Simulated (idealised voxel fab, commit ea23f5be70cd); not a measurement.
You're looking at the process module voxel air gaps.
Cross-sectional view cut (width: 210 nm; square cell size: 5 nm).
For the purposes of this document, a cross-section shall be understood as a grid of square cells, specified as bands listed in top-to-bottom order, each band consisting of one or more rows of cells.
Basically the band line says how high the top is and how high the bottom is, in nm, and then what's in it from left to right, every material with its width in nm. Empty space shows up as "empty", and if a single material carries "full width" it runs the full band edge to edge.
Counting heights begins at 0, where everything beneath is, in the wafer as received, one material. The lowest band has no bottom; it goes on downwards, as "z 0 and below" shows.
Think of "30->40" as a width that walks from the first number to the second as you go down the band, top row to bottom row, taking equal-sized steps from row to row.
Step marked "all unchanged"? Then no cell in the cross-section changed in it.
Each empty space that has no open way to the top and spans at least 8 cells appears under "Cavities, closed" as width x height at distance, the distance counted from the left edge, all in nm.
Note: text after step settings on the step line = simulator remark on that step.
overlay nm: for a step with a mask, the amount by which the mask lay right of where it was planned; a negative amount means left of it.
Steps in the process plan:
1 op RECEIVE | material Si
2 op CONFORMAL_DEP | material SiO2 | thk nm 10
3 op CONFORMAL_DEP | material SiCN | thk nm 5
4 op DIRECTIONAL_DEP | material lowk | thk nm 35
5 op MASKED_ETCH | tone open | mask id LINES | width nm 20 | pitch nm 50 | etch materials lowk | depth nm 35 | overlay nm 0
6 op CONFORMAL_DEP | material TiN | thk nm 5
7 op FILL_DEP | material W | thk nm 5
8 op CMP | height nm 50
9 op EPI | material Ru | thk nm 10
10 op SELECTIVE_ETCH | etch materials lowk | depth nm 45
11 op CONFORMAL_DEP | material SiCN | thk nm 5
Cross-section of the wafer at receipt, which is the condition after step 1:
* z 0 and below | Si full width
* Cavities, closed: none
First of two wafers, end-of-module section, run followed plan:
* z 65 to 60 | empty: 5 | SiCN: 200 | empty: 5
* z 60 to 50 | empty: 5 | SiCN: 5 | Ru: 40 | SiCN: 10 | Ru: 40 | SiCN: 10 | Ru: 40 | SiCN: 10 | Ru: 40 | SiCN: 5 | empty: 5
* z 50 to 45 | empty: 5 | SiCN: 15 | TiN: 5 | W: 10 | TiN: 5 | SiCN: 30 | TiN: 5 | W: 10 | TiN: 5 | SiCN: 30 | TiN: 5 | W: 10 | TiN: 5 | SiCN: 30 | TiN: 5 | W: 10 | TiN: 5 | SiCN: 15 | empty: 5
* z 45 to 20 | empty: 15 | SiCN: 5 | TiN: 5 | W: 10 | TiN: 5 | SiCN: 5 | empty: 20 | SiCN: 5 | TiN: 5 | W: 10 | TiN: 5 | SiCN: 5 | empty: 20 | SiCN: 5 | TiN: 5 | W: 10 | TiN: 5 | SiCN: 5 | empty: 20 | SiCN: 5 | TiN: 5 | W: 10 | TiN: 5 | SiCN: 5 | empty: 15
* z 20 to 15 | SiCN: 20 | TiN: 20 | SiCN: 30 | TiN: 20 | SiCN: 30 | TiN: 20 | SiCN: 30 | TiN: 20 | SiCN: 20
* z 15 to 10 | SiCN full width
* z 10 to 0 | SiO2 full width
* z 0 and below | Si full width
* Cavities, closed: 20 x 25 at 45; 20 x 25 at 95; 20 x 25 at 145
Second wafer at the end: like start, like plan, one mistake:
* z 65 to 60 | empty: 10 | SiCN: 200
* z 60 to 50 | empty: 10 | SiCN: 5 | Ru: 40 | SiCN: 10 | Ru: 40 | SiCN: 10 | Ru: 40 | SiCN: 10 | Ru: 40 | SiCN: 5
* z 50 to 45 | empty: 10 | SiCN: 15 | TiN: 5 | W: 10 | TiN: 5 | SiCN: 30 | TiN: 5 | W: 10 | TiN: 5 | SiCN: 30 | TiN: 5 | W: 10 | TiN: 5 | SiCN: 30 | TiN: 5 | W: 10 | TiN: 5 | SiCN: 15
* z 45 to 20 | empty: 20 | SiCN: 5 | TiN: 5 | W: 10 | TiN: 5 | SiCN: 5 | empty: 20 | SiCN: 5 | TiN: 5 | W: 10 | TiN: 5 | SiCN: 5 | empty: 20 | SiCN: 5 | TiN: 5 | W: 10 | TiN: 5 | SiCN: 5 | empty: 20 | SiCN: 5 | TiN: 5 | W: 10 | TiN: 5 | SiCN: 5 | empty: 10
* z 20 to 15 | SiCN: 25 | TiN: 20 | SiCN: 30 | TiN: 20 | SiCN: 30 | TiN: 20 | SiCN: 30 | TiN: 20 | SiCN: 15
* z 15 to 10 | SiCN full width
* z 10 to 0 | SiO2 full width
* z 0 and below | Si full width
* Cavities, closed: 20 x 25 at 50; 20 x 25 at 100; 20 x 25 at 150; 10 x 25 at 200
What was the processing mistake? off-plan run, step 5, actual operation and settings op MASKED_ETCH | tone open | mask id LINES | width nm 20 | pitch nm 50 | etch materials lowk | depth nm 35 | overlay nm 5
When the process is done, the second wafer contains the same cell count of every material as the first wafer, but distributed over other locations.
Upon completion, the first wafer exhibits 3 closed voids and the second wafer exhibits 4.
